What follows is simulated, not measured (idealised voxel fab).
process module | voxel fin reveal
We display cut, a cross-section 180 nm in width whose square cells are each 5 nm.
Just so we're on the same page, the cross-sections are grids of square cells, and they're listed out in bands top to bottom, each band one or more rows deep. Band: top height; bottom height; in nm. Then, left to right: material with width in nm, for each material. "full width": a single material spanning edge to edge. "empty": empty space. A quick word on heights: they are counted from 0, and under that level the wafer as it came to us is one material throughout. The lowest band is different from the rest in having no bottom; it simply continues downward, written as in "top 0, no bottom". A width given as "30->40" starts at the first number in the band's top row and ends at the second number in its bottom row, shifting by an equal amount at every step from row to row. The cross-section has no changed cell in any step marked "remains unaltered". So "Catalogued sealed voids" is basically the list of trapped voids: any empty space of 8 cells or more that can't reach the top through an opening. They're written width x height at distance, the distance being from the left edge, and it's all nm. On a step's line, text after the settings is the simulator commenting on that step. overlay nm: mask offset rightward from planned place, masked step; negative means leftward offset.

This section lists the process steps that were planned:
1: RECEIVE, material Si
2: CONFORMAL_DEP, material SiN, thk nm 10
3: MASKED_ETCH, tone cover, mask id FINS, width nm 15, pitch nm 35, etch materials SiN, depth nm 10, overlay nm 0
4: MASKED_ETCH, tone cover, mask id FINS, width nm 15, pitch nm 35, etch materials Si, depth nm 40, overlay nm 0
5: OXIDIZE, depth nm 5
6: FILL_DEP, material SiO2, thk nm 15
7: CMP, height nm 10
8: SELECTIVE_ETCH, etch materials SiO2, depth nm 35
9: STRIP, etch materials SiN

Wafer at receipt (post step 1), cross-section:
* top 0, no bottom = Si full width
* Catalogued sealed voids: none

First wafer at the end, as planned:
* top 0, bottom -25 = 70 empty, 5 Si, 30 empty, 5 Si, 70 empty
* top -25, bottom -45 = 70 SiO2, 5 Si, 30 SiO2, 5 Si, 70 SiO2
* top -45, no bottom = Si full width
* Catalogued sealed voids: none

Cross-section, wafer two of two, end of module: same start and plan as wafer one, one error in execution:
* top 10, bottom 0 = 65 empty, 15 SiN, 20 empty, 15 SiN, 65 empty
* top 0, bottom -45 = 70 empty, 5 Si, 30 empty, 5 Si, 70 empty
* top -45, no bottom = Si full width
* Catalogued sealed voids: none
What went wrong in running the wafer? planned and actual differ for step 9; actual: STRIP, etch materials SiO2
Wrapping up, a cell-based count of both wafers puts the second over or under the first for these materials: +12 SiN, -136 SiO2
